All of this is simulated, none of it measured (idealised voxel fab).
Documented hereafter: the process module known as voxel lift off.
Cross-section cut: width 155 nm, square cells of 5 nm.
How to read a cross-section here: the picture is a grid of square cells, written as bands going from the top down, and any band can span one or more rows of cells. Heads up on the band format: heights come first, top then bottom, in nm. After that it's the materials left to right, each with its width in nm. A single material flagged "throughout" fills the whole band edge to edge, and "blank" means there's empty space there. Basically, 0 is our baseline, since under it the wafer straight out of the box is all one material. The bottom band has no lower end and keeps on going down, so it looks like "0..down". You'd read "30..40" like this: the band's top row of cells is as wide as the first number, its bottom row is as wide as the second, and going down, every row changes width by the same amount as the row before did. "no change occurred" -> step changed no cross-section cell. "Unvented cavities" enumerates empty spaces isolated from the top, with no open way to it, that contain at least 8 cells, giving each as width x height at distance from the left edge, all three in nm. On a step's line, text after the settings is the simulator commenting on that step. The optional step-line setting "overlay nm" applies to steps with a mask and quantifies how far to the right of its planned location the mask lay, a negative value indicating leftward placement.
### The planned process steps are enumerated hereunder
1,RECEIVE with material Si
2,CONFORMAL_DEP with material Al2O3, thk nm 5
3,PATTERN with tone open, mask id LINES, material resist, width nm 15, pitch nm 30, thk nm 25, overlay nm 0
4,DIRECTIONAL_DEP with material Ru, thk nm 15
5,STRIP with etch materials resist
6,CONFORMAL_DEP with material SiO2, thk nm 5
### Wafer as received: cross-section following step 1
0..down = Si throughout
Unvented cavities: none
### The module was run from the start shown above using the plan shown above, but one mistake was made doing it; the resulting wafer cross-section is below
35..30 = blank: 20 | SiO2: 25 | blank: 5 | SiO2: 25 | blank: 5 | SiO2: 25 | blank: 5 | SiO2: 25 | blank: 20
30..20 = blank: 20 | SiO2: 5 | Ru: 15 | SiO2: 5 | blank: 5 | SiO2: 5 | Ru: 15 | SiO2: 5 | blank: 5 | SiO2: 5 | Ru: 15 | SiO2: 5 | blank: 5 | SiO2: 5 | Ru: 15 | SiO2: 5 | blank: 20
20..15 = SiO2: 25 | Ru: 15 | SiO2: 15 | Ru: 15 | SiO2: 15 | Ru: 15 | SiO2: 15 | Ru: 15 | SiO2: 25
15..0 = Al2O3 throughout
0..down = Si throughout
Unvented cavities: none
Deviation noted in wafer processing: not per plan at step 2, really ran CONFORMAL_DEP with material Al2O3, thk nm 15
